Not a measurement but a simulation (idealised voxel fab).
process module | voxel self aligned vias
cross-section cut | 205 nm wide | cells 5 nm
A cross-section is a grid of square cells, given in bands from the top down. A band is one or more rows of cells.
Each band's line starts with the height of the band's top and of its bottom, in nm. Then come its materials from left to right, each with its width in nm. One material with "throughout" fills the band from edge to edge. "air" is empty space.
Height 0 is the level under which the wafer as received is all one material. The lowest band goes on downwards, as in "0 down".
A width such as "30 to 40" changes by the same amount from each row of cells to the next, from the band's top row to its bottom row.
"no change" after a step means that no cell of the cross-section changed.
closed voids: empty space of 8 cells or more with no open way to the top, each as width x height at its distance from the left edge, in nm
after a step's settings: what the simulator itself notes on the step
overlay nm, on a step with a mask: how far to the right of its planned place the mask lay; to the left if negative
plan
1 op RECEIVE | material Si
2 op CONFORMAL_DEP | material SiO2 | thk nm 10
3 op CONFORMAL_DEP | material SiCN | thk nm 5
4 op DIRECTIONAL_DEP | material lowk | thk nm 20
5 op PATTERN | tone open | mask id LINES | material resist | width nm 25 | pitch nm 65 | thk nm 20 | overlay nm 0
6 op DIRECTIONAL_ETCH | etch materials lowk | depth nm 20
7 op STRIP | etch materials resist
8 op CONFORMAL_DEP | material TiN | thk nm 5
9 op FILL_DEP | material Ru | thk nm 5
10 op CMP | height nm 35
11 op SELECTIVE_ETCH | etch materials W Ru TiN | depth nm 10
12 op FILL_DEP | material SiN | thk nm 5
13 op CMP | height nm 35
14 op DIRECTIONAL_DEP | material lowk | thk nm 15
15 op DIRECTIONAL_DEP | material aC | thk nm 10
16 op PATTERN | tone open | mask id VIAS | material resist | width nm 45 | thk nm 25 | overlay nm 0
17 op DIRECTIONAL_ETCH | etch materials aC | depth nm 10
18 op STRIP | etch materials resist
19 op DIRECTIONAL_ETCH | etch materials lowk | depth nm 15
20 op DIRECTIONAL_ETCH | etch materials SiN | depth nm 10
21 op STRIP | etch materials aC
22 op CONFORMAL_DEP | material TiN | thk nm 5
23 op FILL_DEP | material Cu | thk nm 5
24 op CMP | height nm 50
25 op CONFORMAL_DEP | material SiN | thk nm 5
as received, after step 1
  0 down: Si throughout
  closed voids: none
a wafer at the end: this start, this plan, one mistake
  55 to 50: SiN throughout
  50 to 40: lowk 50 | TiN 5 | Cu 30 | TiN 5 | lowk 115
  40 to 35: lowk 50 | TiN 10 | Cu 15 | TiN 15 | lowk 115
  35 to 30: lowk 55 | TiN 5 | Cu 15 | TiN 5 | lowk 40 | SiN 25 | lowk 60
  30 to 25: lowk 55 | TiN 25 | lowk 40 | SiN 25 | lowk 60
  25 to 20: lowk 55 | TiN 5 | Ru 15 | TiN 5 | lowk 40 | TiN 5 | Ru 15 | TiN 5 | lowk 60
  20 to 15: lowk 55 | TiN 25 | lowk 40 | TiN 25 | lowk 60
  15 to 10: SiCN throughout
  10 to 0: SiO2 throughout
  0 down: Si throughout
  closed voids: none
what went wrong: step 16 ran as: op PATTERN | tone open | mask id VIAS | material resist | width nm 40 | thk nm 25 | overlay nm 0
